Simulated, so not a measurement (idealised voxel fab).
Herein follows the process module entitled voxel capacitor over wiring.
Cross-section cut: width 240 nm, square cells of 5 nm.
In this document a cross-section is written as a grid of square cells. It is given as a series of bands, listed from the top down, and a band is one or more rows of cells.
Within each band entry, the heights of the top and of the bottom of the band appear first, in that order and in nm; the materials of the band then follow from left to right, each with its corresponding width in nm. The designation "all across" on a single material indicates that it fills the band from edge to edge; the designation "blank" indicates empty space.
Beneath 0, the wafer as received is one material, and that level is where height counting begins. The lowest band goes on downward without a bottom; it is written like "from 0 down".
Top row gets the first number, bottom row gets the second, and each row in between changes by the same step: that is how a band width like "30->40" works.
Where the words "identical to before" appear for a step, the cross-section shows no cell changed by that step; every cell remained as before.
Listed in "Cavities, closed": every empty space of 8 or more cells without an open way to the top. Form: width x height at distance, the distance being from the left edge, all in nm.
Where a step's line continues beyond its settings, the continuation is a remark by the simulator itself on that step.
A step's line can hold "overlay nm"; with a mask on that step, the setting says how far right of the planned place the mask lay, while a negative setting says it lay to the left.
### Process steps foreseen in the plan
1. RECEIVE with material Si
2. CONFORMAL_DEP with material SiO2, thk nm 10
3. CONFORMAL_DEP with material SiCN, thk nm 5
4. DIRECTIONAL_DEP with material lowk, thk nm 15
5. MASKED_ETCH with tone open, mask id METAL_1, width nm 20, pitch nm 85, etch materials lowk, depth nm 15, overlay nm 0
6. MASKED_ETCH with tone open, mask id METAL_1, width nm 20, pitch nm 85, etch materials SiCN, depth nm 5, overlay nm 0
7. CONFORMAL_DEP with material TiN, thk nm 5
8. FILL_DEP with material Cu, thk nm 10
9. CMP with height nm 30
10. EPI with material Ru, thk nm 5
11. FILL_DEP with material SiCN, thk nm 5
12. DIRECTIONAL_DEP with material SiO2, thk nm 10
13. MASKED_ETCH with tone open, mask id PLUG_1, width nm 15, etch materials SiO2, depth nm 10, overlay nm 0
14. MASKED_ETCH with tone open, mask id PLUG_1, width nm 15, etch materials SiCN, depth nm 5, overlay nm 0
15. CONFORMAL_DEP with material TiN, thk nm 5
16. FILL_DEP with material Ru, thk nm 10
17. CMP with height nm 50
18. DIRECTIONAL_DEP with material TiN, thk nm 5
19. DIRECTIONAL_DEP with material Al2O3, thk nm 5
20. DIRECTIONAL_DEP with material TiN, thk nm 5
21. PATTERN with tone cover, mask id UPPER_PLATE, material resist, width nm 70, thk nm 20, overlay nm -15
22. DIRECTIONAL_ETCH with etch materials TiN, depth nm 5
23. DIRECTIONAL_ETCH with etch materials Al2O3, depth nm 5
24. STRIP with etch materials resist
25. MASKED_ETCH with tone cover, mask id LOWER_PLATE, width nm 80, etch materials TiN, depth nm 5, overlay nm 0
26. FILL_DEP with material SiO2, thk nm 20
27. CMP with height nm 80
28. PATTERN with tone open, mask id PLUG_2, material resist, width nm 15, thk nm 20, overlay nm 0
29. DIRECTIONAL_ETCH with etch materials SiO2, depth nm 15
30. STRIP with etch materials resist
31. CONFORMAL_DEP with material TiN, thk nm 5
32. FILL_DEP with material Ru, thk nm 5
33. CMP with height nm 80
34. CONFORMAL_DEP with material SiN, thk nm 5
Heads up: all these wafers start the same, and what changes between them is the overlay nm in step 21. The value you see in the plan is just what the first wafer got.
### Cross-section: the first of several wafers in its as-received state, i.e. following step 1
from 0 down | Si all across
Cavities, closed: none
### Depicted here is the first of several wafers in cross-section, at module completion following the last step, step 34
from 85 to 80 | SiN all across
from 80 to 70 | SiO2=80 | TiN=5 | Ru=5 | TiN=5 | SiO2=145
from 70 to 60 | SiO2=80->65 | TiN=15->60 | SiO2=145->115
from 60 to 55 | SiO2=55 | Al2O3=70 | SiO2=115
from 55 to 50 | SiO2=55 | TiN=90 | SiO2=95
from 50 to 40 | SiO2=70 | TiN=5 | Ru=5 | TiN=5 | SiO2=155
from 40 to 35 | SiCN=70 | TiN=15 | SiCN=155
from 35 to 30 | SiCN=60 | Ru=30 | SiCN=55 | Ru=30 | SiCN=65
from 30 to 15 | lowk=65 | TiN=5 | Cu=10 | TiN=5 | lowk=65 | TiN=5 | Cu=10 | TiN=5 | lowk=70
from 15 to 10 | SiCN=65 | TiN=20 | SiCN=65 | TiN=20 | SiCN=70
from 10 to 0 | SiO2 all across
from 0 down | Si all across
Cavities, closed: none
### Of the several wafers, the last: cross-section at the end of the module
from 85 to 80 | SiN all across
from 80 to 70 | SiO2=80 | TiN=5 | Ru=5 | TiN=5 | SiO2=145
from 70 to 60 | SiO2=80->85 | TiN=15->60 | SiO2=145->95
from 60 to 55 | SiO2=85 | Al2O3=70 | SiO2=85
from 55 to 50 | SiO2=65 | TiN=90 | SiO2=85
from 50 to 40 | SiO2=70 | TiN=5 | Ru=5 | TiN=5 | SiO2=155
from 40 to 35 | SiCN=70 | TiN=15 | SiCN=155
from 35 to 30 | SiCN=60 | Ru=30 | SiCN=55 | Ru=30 | SiCN=65
from 30 to 15 | lowk=65 | TiN=5 | Cu=10 | TiN=5 | lowk=65 | TiN=5 | Cu=10 | TiN=5 | lowk=70
from 15 to 10 | SiCN=65 | TiN=20 | SiCN=65 | TiN=20 | SiCN=70
from 10 to 0 | SiO2 all across
from 0 down | Si all across
Cavities, closed: none
### The following table contains a row per wafer, in which are reported, at the conclusion of the module, the cells of each material gained (+) or lost (-) since the wafer's receipt, with its closed voids given thereafter
overlay nm -15, +14 Al2O3, +12 Cu, +16 Ru, +121 SiCN, +48 SiN, +421 SiO2, +64 TiN, +120 lowk, Cavities, closed: none
overlay nm -10, +14 Al2O3, +12 Cu, +16 Ru, +121 SiCN, +48 SiN, +421 SiO2, +64 TiN, +120 lowk, Cavities, closed: none
overlay nm -5, +14 Al2O3, +12 Cu, +16 Ru, +121 SiCN, +48 SiN, +421 SiO2, +64 TiN, +120 lowk, Cavities, closed: none
overlay nm 0, +14 Al2O3, +12 Cu, +16 Ru, +121 SiCN, +48 SiN, +421 SiO2, +64 TiN, +120 lowk, Cavities, closed: none
overlay nm 5, +14 Al2O3, +12 Cu, +16 Ru, +121 SiCN, +48 SiN, +421 SiO2, +64 TiN, +120 lowk, Cavities, closed: none
overlay nm 10, +14 Al2O3, +12 Cu, +16 Ru, +121 SiCN, +48 SiN, +421 SiO2, +64 TiN, +120 lowk, Cavities, closed: none
overlay nm 15, +14 Al2O3, +12 Cu, +16 Ru, +121 SiCN, +48 SiN, +421 SiO2, +64 TiN, +120 lowk, Cavities, closed: none
